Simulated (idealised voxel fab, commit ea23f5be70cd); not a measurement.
Proc. module: voxel gate over fins
It is cross-section cut that appears here, measuring 245 nm in width, its square cells being 5 nm in size.
A cross-section in this document is a grid of square cells, and it is written down as bands, the top band listed before the ones below it; a band is made up of one or more rows of cells. Heads up on the band format: heights come first, top then bottom, in nm. After that it's the materials left to right, each with its width in nm. A single material flagged "full width" fills the whole band edge to edge, and "air" means there's empty space there. Height is counted from the level 0, under which the received wafer is composed throughout of one material. The lowest of the bands is not closed at the bottom but continues downward, in the notation "0 down". Read "30..40" as a graded width: first number on top, second number at the bottom, same change between each pair of neighbouring rows. "left unchanged", as given for a step, is the statement that not any cell of the cross-section underwent a change during that step. Voids not open to the top, 8 cells minimum: see "Enclosed void catalog". Written width x height at distance; distance is from the left edge; nm. Whatever follows a step's settings on its line is a remark the simulator itself makes about that step. overlay nm: right-of-plan distance of the mask on a masked step; negative values mean left-of-plan.

STEPS IN THE PROCESS PLAN
| 1 | RECEIVE: material Si |
| 2 | CONFORMAL_DEP: material SiN, thk nm 10 |
| 3 | PATTERN: tone cover, mask id FINS, material resist, width nm 15, pitch nm 50, thk nm 15, overlay nm 0 |
| 4 | DIRECTIONAL_ETCH: etch materials SiN, depth nm 10 |
| 5 | DIRECTIONAL_ETCH: etch materials Si, depth nm 40 |
| 6 | STRIP: etch materials resist |
| 7 | FILL_DEP: material SiO2, thk nm 10 |
| 8 | CMP: height nm 10 |
| 9 | PATTERN: tone open, mask id RAIL, material resist, width nm 15, thk nm 15, overlay nm 0 |
| 10 | DIRECTIONAL_ETCH: etch materials SiO2, depth nm 45 |
| 11 | STRIP: etch materials resist |
| 12 | CONFORMAL_DEP: material TiN, thk nm 5 |
| 13 | FILL_DEP: material W, thk nm 10 |
| 14 | CMP: height nm 10 |
| 15 | SELECTIVE_ETCH: etch materials W Ru TiN, depth nm 30 |
| 16 | FILL_DEP: material SiO2, thk nm 5 |
| 17 | CMP: height nm 10 |
| 18 | SELECTIVE_ETCH: etch materials SiO2, depth nm 20 |
| 19 | STRIP: etch materials SiN |
| 20 | CONFORMAL_DEP: material HfO2, thk nm 5 |
| 21 | CONFORMAL_DEP: material TiN, thk nm 5 |
| 22 | CONFORMAL_DEP: material TiAl, thk nm 5 |
| 23 | CONFORMAL_DEP: material TiN, thk nm 5 |
| 24 | FILL_DEP: material W, thk nm 10 |
| 25 | CMP: height nm 25 |
| 26 | CONFORMAL_DEP: material SiN, thk nm 10 |

AS-RECEIVED STATE OF THE WAFER IN CROSS-SECTION, EQUIVALENT TO POST-STEP 1
	0 down: Si full width
	Enclosed void catalog: none

FIRST OF TWO WAFERS AT THE END OF THE MODULE, SHOWN IN CROSS-SECTION; RUN CARRIED OUT AS PLANNED
	35 to 25: SiN full width
	25 to 20: W full width
	20 to 15: 45 W | 155 TiN | 45 W
	15 to 10: 45 W | 5 TiN | 45 TiAl | 5 TiN | 45 TiAl | 5 TiN | 45 TiAl | 5 TiN | 45 W
	10 to 5: 50 TiN | 5 TiAl | 35 TiN | 5 TiAl | 5 TiN | 5 TiAl | 35 TiN | 5 TiAl | 5 TiN | 5 TiAl | 35 TiN | 5 TiAl | 50 TiN
	5 to 0: 55 TiAl | 5 TiN | 25 HfO2 | 5 TiN | 15 TiAl | 5 TiN | 25 HfO2 | 5 TiN | 15 TiAl | 5 TiN | 25 HfO2 | 5 TiN | 55 TiAl
	0 to -5: 60 TiN | 5 HfO2 | 15 Si | 5 HfO2 | 25 TiN | 5 HfO2 | 15 Si | 5 HfO2 | 25 TiN | 5 HfO2 | 15 Si | 5 HfO2 | 60 TiN
	-5 to -10: 65 HfO2 | 15 Si | 35 HfO2 | 15 Si | 35 HfO2 | 15 Si | 65 HfO2
	-10 to -20: 65 SiO2 | 15 Si | 35 SiO2 | 15 Si | 35 SiO2 | 15 Si | 65 SiO2
	-20 to -30: 65 SiO2 | 15 Si | 10 SiO2 | 5 TiN | 5 W | 5 TiN | 10 SiO2 | 15 Si | 35 SiO2 | 15 Si | 65 SiO2
	-30 to -35: 65 SiO2 | 15 Si | 10 SiO2 | 15 TiN | 10 SiO2 | 15 Si | 35 SiO2 | 15 Si | 65 SiO2
	-35 to -40: 65 SiO2 | 15 Si | 35 SiO2 | 15 Si | 35 SiO2 | 15 Si | 65 SiO2
	-40 down: Si full width
	Enclosed void catalog: none

SECOND WAFER OF THE TWO, SECTIONED AT THE END OF THE MODULE. IT BEGAN LIKE THE FIRST AND FOLLOWED THE SAME PLAN, BUT ONE MISTAKE WAS MADE WHILE RUNNING IT
	35 to 25: SiN full width
	25 to 20: W full width
	20 to 15: 45 W | 155 TiN | 45 W
	15 to 10: 45 W | 5 TiN | 45 TiAl | 5 TiN | 45 TiAl | 5 TiN | 45 TiAl | 5 TiN | 45 W
	10 to 5: 50 TiN | 5 TiAl | 35 TiN | 5 TiAl | 5 TiN | 5 TiAl | 35 TiN | 5 TiAl | 5 TiN | 5 TiAl | 35 TiN | 5 TiAl | 50 TiN
	5 to 0: 55 TiAl | 5 TiN | 25 HfO2 | 5 TiN | 15 TiAl | 5 TiN | 25 HfO2 | 5 TiN | 15 TiAl | 5 TiN | 25 HfO2 | 5 TiN | 55 TiAl
	0 to -5: 60 TiN | 5 HfO2 | 15 Si | 5 HfO2 | 25 TiN | 5 HfO2 | 15 Si | 5 HfO2 | 25 TiN | 5 HfO2 | 15 Si | 5 HfO2 | 60 TiN
	-5 to -10: 65 HfO2 | 15 Si | 35 HfO2 | 15 Si | 35 HfO2 | 15 Si | 65 HfO2
	-10 to -20: 65 SiO2 | 15 Si | 35 SiO2 | 15 Si | 35 SiO2 | 15 Si | 65 SiO2
	-20 to -30: 65 SiO2 | 15 Si | 10 SiO2 | 5 TiN | 5 W | 5 TiN | 10 SiO2 | 15 Si | 35 SiO2 | 15 Si | 65 SiO2
	-30 to -35: 65 SiO2 | 15 Si | 10 SiO2 | 15 TiN | 10 SiO2 | 15 Si | 35 SiO2 | 15 Si | 65 SiO2
	-35 to -80: 65 SiO2 | 15 Si | 35 SiO2 | 15 Si | 35 SiO2 | 15 Si | 65 SiO2
	-80 down: Si full width
	Enclosed void catalog: none
Where did the run depart from the plan? heads up, step 5 of the plan got done twice
The second wafer ends with more or fewer cells of some materials than the first, per final count: Si: 320 fewer, SiO2: 320 more
